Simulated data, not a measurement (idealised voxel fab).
process module | voxel capacitor over wiring
cross-section cut | 215 nm wide | cells 5 nm
A cross-section is a grid of square cells, given in bands from the top down. A band is one or more rows of cells.
Each band's line starts with the height of the band's top and of its bottom, in nm. Then come its materials from left to right, each with its width in nm. One material with "throughout" fills the band from edge to edge. "air" is empty space.
Height 0 is the level under which the wafer as received is all one material. The lowest band goes on downwards, as in "0 down".
A width such as "30 to 40" changes by the same amount from each row of cells to the next, from the band's top row to its bottom row.
"no change" after a step means that no cell of the cross-section changed.
closed voids: empty space of 8 cells or more with no open way to the top, each as width x height at its distance from the left edge, in nm
after a step's settings: what the simulator itself notes on the step
overlay nm, on a step with a mask: how far to the right of its planned place the mask lay; to the left if negative
plan
1 op RECEIVE | material Si
2 op CONFORMAL_DEP | material SiO2 | thk nm 15
3 op CONFORMAL_DEP | material SiCN | thk nm 5
4 op DIRECTIONAL_DEP | material SiO2 | thk nm 20
5 op DIRECTIONAL_DEP | material aC | thk nm 15
6 op PATTERN | tone open | mask id METAL_1 | material resist | width nm 20 | pitch nm 75 | thk nm 30 | overlay nm 0
7 op DIRECTIONAL_ETCH | etch materials aC | depth nm 15
8 op STRIP | etch materials resist
9 op DIRECTIONAL_ETCH | etch materials SiO2 | depth nm 20
10 op DIRECTIONAL_ETCH | etch materials SiCN | depth nm 5
11 op STRIP | etch materials aC
12 op CONFORMAL_DEP | material TiN | thk nm 5
13 op FILL_DEP | material W | thk nm 10
14 op CMP | height nm 40
15 op EPI | material Ru | thk nm 5
16 op FILL_DEP | material SiCN | thk nm 5
17 op DIRECTIONAL_DEP | material SiO2 | thk nm 10
18 op MASKED_ETCH | tone open | mask id PLUG_1 | width nm 15 | etch materials SiO2 | depth nm 10 | overlay nm 0
19 op MASKED_ETCH | tone open | mask id PLUG_1 | width nm 15 | etch materials SiCN | depth nm 5 | overlay nm 0
20 op EPI | material Ru | thk nm 10
21 op EPI | material Ru | thk nm 5
22 op DIRECTIONAL_DEP | material TiN | thk nm 10
23 op DIRECTIONAL_DEP | material Al2O3 | thk nm 5
24 op DIRECTIONAL_DEP | material TiN | thk nm 5
25 op MASKED_ETCH | tone cover | mask id UPPER_PLATE | width nm 60 | etch materials TiN | depth nm 5 | overlay nm 0
26 op MASKED_ETCH | tone cover | mask id UPPER_PLATE | width nm 60 | etch materials Al2O3 | depth nm 5 | overlay nm 0
27 op PATTERN | tone cover | mask id LOWER_PLATE | material resist | width nm 70 | thk nm 20 | overlay nm 0
28 op DIRECTIONAL_ETCH | etch materials TiN | depth nm 10
29 op STRIP | etch materials resist
30 op FILL_DEP | material SiO2 | thk nm 20
31 op CMP | height nm 95
32 op MASKED_ETCH | tone open | mask id PLUG_2 | width nm 15 | etch materials SiO2 | depth nm 15 | overlay nm 0
33 op CONFORMAL_DEP | material TiN | thk nm 5
34 op FILL_DEP | material Ru | thk nm 5
35 op CMP | height nm 95
36 op CONFORMAL_DEP | material SiCN | thk nm 5
as received, after step 1
  0 down: Si throughout
  closed voids: none
first wafer at the end, as planned
  100 to 95: SiCN throughout
  95 to 85: SiO2 75 | TiN 5 | Ru 5 | TiN 5 | SiO2 125
  85 to 75: SiO2 75 to 65 | TiN 15 to 60 | SiO2 125 to 90
  75 to 70: SiO2 65 | Al2O3 60 | SiO2 90
  70 to 60: SiO2 60 | TiN 70 | SiO2 85
  60 to 50: SiO2 65 | Ru 15 | SiO2 135
  50 to 45: SiCN 65 | Ru 15 | SiCN 135
  45 to 40: SiCN 55 | Ru 30 | SiCN 45 | Ru 30 | SiCN 55
  40 to 20: SiO2 60 | TiN 5 | W 10 | TiN 5 | SiO2 55 | TiN 5 | W 10 | TiN 5 | SiO2 60
  20 to 15: SiCN 60 | TiN 20 | SiCN 55 | TiN 20 | SiCN 60
  15 to 0: SiO2 throughout
  0 down: Si throughout
  closed voids: none
second wafer at the end: like start, like plan, one mistake
  100 to 95: SiCN throughout
  95 to 85: SiO2 75 | TiN 5 | Ru 5 | TiN 5 | SiO2 125
  85 to 75: SiO2 75 to 65 | TiN 15 to 60 | SiO2 125 to 90
  75 to 70: SiO2 65 | Al2O3 60 | SiO2 90
  70 to 60: SiO2 60 | TiN 70 | SiO2 85
  60 to 50: SiO2 65 | Ru 15 | SiO2 135
  50 to 45: SiCN 65 | Ru 15 | SiCN 135
  45 to 40: SiCN 65 | Ru 30 | SiCN 45 | Ru 30 | SiCN 45
  40 to 20: SiO2 70 | TiN 5 | W 10 | TiN 5 | SiO2 55 | TiN 5 | W 10 | TiN 5 | SiO2 50
  20 to 15: SiCN 70 | TiN 20 | SiCN 55 | TiN 20 | SiCN 50
  15 to 0: SiO2 throughout
  0 down: Si throughout
  closed voids: none
what went wrong: step 6 ran as: op PATTERN | tone open | mask id METAL_1 | material resist | width nm 20 | pitch nm 75 | thk nm 30 | overlay nm 10
at the end the second wafer has, in cells: as many of each material as the first, in other places
